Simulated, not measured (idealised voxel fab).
A process module follows: voxel transistor to metal.
Xsec cut, 290 nm wide, square cell size 5 nm.
Each cross-section below is a grid of square cells, stated as bands in top-down order, with one or more rows of cells making up each band. First you get the band's top height and its bottom height, in nm, and then the materials it's made of, left to right, with each width in nm. If you see a single material with "everywhere", that one covers the band edge to edge. "blank" is empty space. Heights are expressed relative to 0, this being the level below which the as-received wafer comprises one material exclusively. The lowest band is unbounded in the downward direction and is denoted as in "z 0 and below". So if you see something like "30..40" for the width, read it as the top row of the band sitting at the first number and the bottom row at the second, with every row in between moving by the same amount as the last. The cross-section has no changed cell in any step marked "all unchanged". Entry "Enclosed void inventory" = empty spaces >= 8 cells with no open way to the top; each as width x height at distance, distance from left edge, all nm. Note: text after step settings on the step line = simulator remark on that step. overlay nm: mask offset rightward from planned place, masked step; negative means leftward offset.

-- Planned process steps
| 1 | RECEIVE,material Si |
| 2 | OXIDIZE,depth nm 5 |
| 3 | CONFORMAL_DEP,material SiN,thk nm 15 |
| 4 | DIRECTIONAL_DEP,material aC,thk nm 10 |
| 5 | PATTERN,tone cover,mask id ACTIVE,material resist,width nm 115,pitch nm 145,thk nm 25,overlay nm 0 |
| 6 | DIRECTIONAL_ETCH,etch materials aC,depth nm 10 |
| 7 | STRIP,etch materials resist |
| 8 | DIRECTIONAL_ETCH,etch materials SiN,depth nm 15 |
| 9 | DIRECTIONAL_ETCH,etch materials SiO2,depth nm 5 |
| 10 | DIRECTIONAL_ETCH,etch materials Si,depth nm 35 |
| 11 | STRIP,etch materials aC |
| 12 | FILL_DEP,material SiO2,thk nm 15 |
| 13 | CMP,height nm 15 |
| 14 | SELECTIVE_ETCH,etch materials SiO2,depth nm 10 |
| 15 | STRIP,etch materials SiN |
| 16 | SELECTIVE_ETCH,etch materials SiO2,depth nm 5 |
| 17 | OXIDIZE,depth nm 5 |
| 18 | DIRECTIONAL_DEP,material polySi,thk nm 20 |
| 19 | DIRECTIONAL_DEP,material SiCN,thk nm 10 |
| 20 | DIRECTIONAL_DEP,material aC,thk nm 15 |
| 21 | PATTERN,tone cover,mask id GATE,material resist,width nm 35,pitch nm 145,thk nm 30,overlay nm 0 |
| 22 | DIRECTIONAL_ETCH,etch materials aC,depth nm 15 |
| 23 | STRIP,etch materials resist |
| 24 | DIRECTIONAL_ETCH,etch materials SiCN,depth nm 20 |
| 25 | DIRECTIONAL_ETCH,etch materials polySi,depth nm 30 |
| 26 | STRIP,etch materials aC |
| 27 | CONFORMAL_DEP,material SiO2,thk nm 5 |
| 28 | DIRECTIONAL_ETCH,etch materials SiO2,depth nm 5 |
| 29 | CONFORMAL_DEP,material SiN,thk nm 5 |
| 30 | DIRECTIONAL_ETCH,etch materials SiN,depth nm 5 |
| 31 | DIRECTIONAL_ETCH,etch materials SiO2,depth nm 5 |
| 32 | DIRECTIONAL_ETCH,etch materials Si,depth nm 10 |
| 33 | EPI,material SiGe,thk nm 10 |
| 34 | FILL_DEP,material SiO2,thk nm 10 |
| 35 | CMP,height nm 15 |
| 36 | STRIP,etch materials polySi |
| 37 | SELECTIVE_ETCH,etch materials SiO2,depth nm 5 |
| 38 | CONFORMAL_DEP,material HfO2,thk nm 5 |
| 39 | CONFORMAL_DEP,material TiN,thk nm 5 |
| 40 | FILL_DEP,material W,thk nm 5 |
| 41 | CMP,height nm 10 |
| 42 | DIRECTIONAL_DEP,material SiO2,thk nm 10 |
| 43 | PATTERN,tone open,mask id CONTACT,material resist,width nm 20,thk nm 20,overlay nm 0 |
| 44 | DIRECTIONAL_ETCH,etch materials SiO2,depth nm 30 |
| 45 | STRIP,etch materials resist |
| 46 | CONFORMAL_DEP,material TiN,thk nm 5 |
| 47 | FILL_DEP,material Ru,thk nm 10 |
| 48 | CMP,height nm 20 |
| 49 | DIRECTIONAL_DEP,material TiN,thk nm 5 |
| 50 | DIRECTIONAL_DEP,material W,thk nm 25 |
| 51 | PATTERN,tone cover,mask id METAL_1,material resist,width nm 20,thk nm 15,overlay nm 0 |
| 52 | DIRECTIONAL_ETCH,etch materials W,depth nm 25 |
| 53 | DIRECTIONAL_ETCH,etch materials TiN,depth nm 5 |
| 54 | STRIP,etch materials resist |
| 55 | FILL_DEP,material lowk,thk nm 10 |
| 56 | CMP,height nm 50 |
| 57 | CONFORMAL_DEP,material SiCN,thk nm 5 |
| 58 | DIRECTIONAL_DEP,material SiO2,thk nm 30 |
| 59 | MASKED_ETCH,tone open,mask id METAL_2,width nm 20,pitch nm 145,etch materials SiO2,depth nm 15,overlay nm 0 |
| 60 | MASKED_ETCH,tone open,mask id METAL_2_HOLES,width nm 15,pitch nm 145,etch materials SiO2,depth nm 15,overlay nm 0 |
| 61 | MASKED_ETCH,tone open,mask id METAL_2_HOLES,width nm 15,pitch nm 145,etch materials SiCN,depth nm 5,overlay nm 0 |
| 62 | CONFORMAL_DEP,material TiN,thk nm 5 |
| 63 | FILL_DEP,material Cu,thk nm 10 |
| 64 | CMP,height nm 85 |
| 65 | CONFORMAL_DEP,material SiN,thk nm 5 |

-- as received, after step 1
  z 0 and below | Si everywhere
  Enclosed void inventory: none

-- Figure: cross-sectional view of the wafer upon completion of the module, processed from the initial state and according to the plan depicted above, with one error introduced during execution
  z 90 to 85 | SiN everywhere
  z 85 to 80 | SiCN 20 nm; TiN 15 nm; SiCN 130 nm; TiN 15 nm; SiCN 110 nm
  z 80 to 50 | SiO2 everywhere
  z 50 to 25 | lowk 20 nm; W 20 nm; lowk 65 nm; W 20 nm; lowk 40 nm; W 20 nm; lowk 65 nm; W 20 nm; lowk 20 nm
  z 25 to 20 | lowk 20 nm; TiN 20 nm; lowk 65 nm; TiN 20 nm; lowk 40 nm; TiN 20 nm; lowk 65 nm; TiN 20 nm; lowk 20 nm
  z 20 to 10 | SiO2 20 nm; TiN 5 nm; Ru 10 nm; TiN 5 nm; SiO2 65 nm; TiN 5 nm; Ru 10 nm; TiN 5 nm; SiO2 40 nm; TiN 5 nm; Ru 10 nm; TiN 5 nm; SiO2 65 nm; TiN 5 nm; Ru 10 nm; TiN 5 nm; SiO2 20 nm
  z 10 to 5 | SiO2 20 nm; TiN 5 nm; Ru 10 nm; TiN 5 nm; SiO2 5 nm; SiN 5 nm; HfO2 5 nm; TiN 5 nm; W 25 nm; TiN 5 nm; HfO2 5 nm; SiN 5 nm; SiO2 5 nm; TiN 5 nm; Ru 10 nm; TiN 5 nm; SiO2 40 nm; TiN 5 nm; Ru 10 nm; TiN 5 nm; SiO2 5 nm; SiN 5 nm; HfO2 5 nm; TiN 5 nm; W 25 nm; TiN 5 nm; HfO2 5 nm; SiN 5 nm; SiO2 5 nm; TiN 5 nm; Ru 10 nm; TiN 5 nm; SiO2 20 nm
  z 5 to 0 | SiO2 20 nm; TiN 20 nm; SiO2 5 nm; SiN 5 nm; HfO2 5 nm; TiN 5 nm; W 25 nm; TiN 5 nm; HfO2 5 nm; SiN 5 nm; SiO2 5 nm; TiN 20 nm; SiO2 40 nm; TiN 20 nm; SiO2 5 nm; SiN 5 nm; HfO2 5 nm; TiN 5 nm; W 25 nm; TiN 5 nm; HfO2 5 nm; SiN 5 nm; SiO2 5 nm; TiN 20 nm; SiO2 20 nm
  z 0 to -5 | SiO2 15 nm; SiN 5 nm; SiGe 10 nm; TiN 5 nm; SiGe 10 nm; SiN 5 nm; HfO2 5 nm; TiN 35 nm; HfO2 5 nm; SiN 5 nm; SiGe 10 nm; TiN 5 nm; SiGe 10 nm; SiN 5 nm; SiO2 30 nm; SiN 5 nm; SiGe 10 nm; TiN 5 nm; SiGe 10 nm; SiN 5 nm; HfO2 5 nm; TiN 35 nm; HfO2 5 nm; SiN 5 nm; SiGe 10 nm; TiN 5 nm; SiGe 10 nm; SiN 5 nm; SiO2 15 nm
  z -5 to -10 | SiO2 20 nm; SiGe 10 nm; TiN 5 nm; SiGe 10 nm; SiO2 5 nm; HfO2 45 nm; SiO2 5 nm; SiGe 10 nm; TiN 5 nm; SiGe 10 nm; SiO2 40 nm; SiGe 10 nm; TiN 5 nm; SiGe 10 nm; SiO2 5 nm; HfO2 45 nm; SiO2 5 nm; SiGe 10 nm; TiN 5 nm; SiGe 10 nm; SiO2 20 nm
  z -10 to -20 | SiO2 15 nm; Si 5 nm; SiGe 25 nm; Si 55 nm; SiGe 25 nm; Si 5 nm; SiO2 30 nm; Si 5 nm; SiGe 25 nm; Si 55 nm; SiGe 25 nm; Si 5 nm; SiO2 15 nm
  z -20 to -40 | SiO2 15 nm; Si 115 nm; SiO2 30 nm; Si 115 nm; SiO2 15 nm
  z -40 and below | Si everywhere
  Enclosed void inventory: none
Where did the run depart from the plan? contrary to the plan, steps 57 and 58 were processed in exchanged order
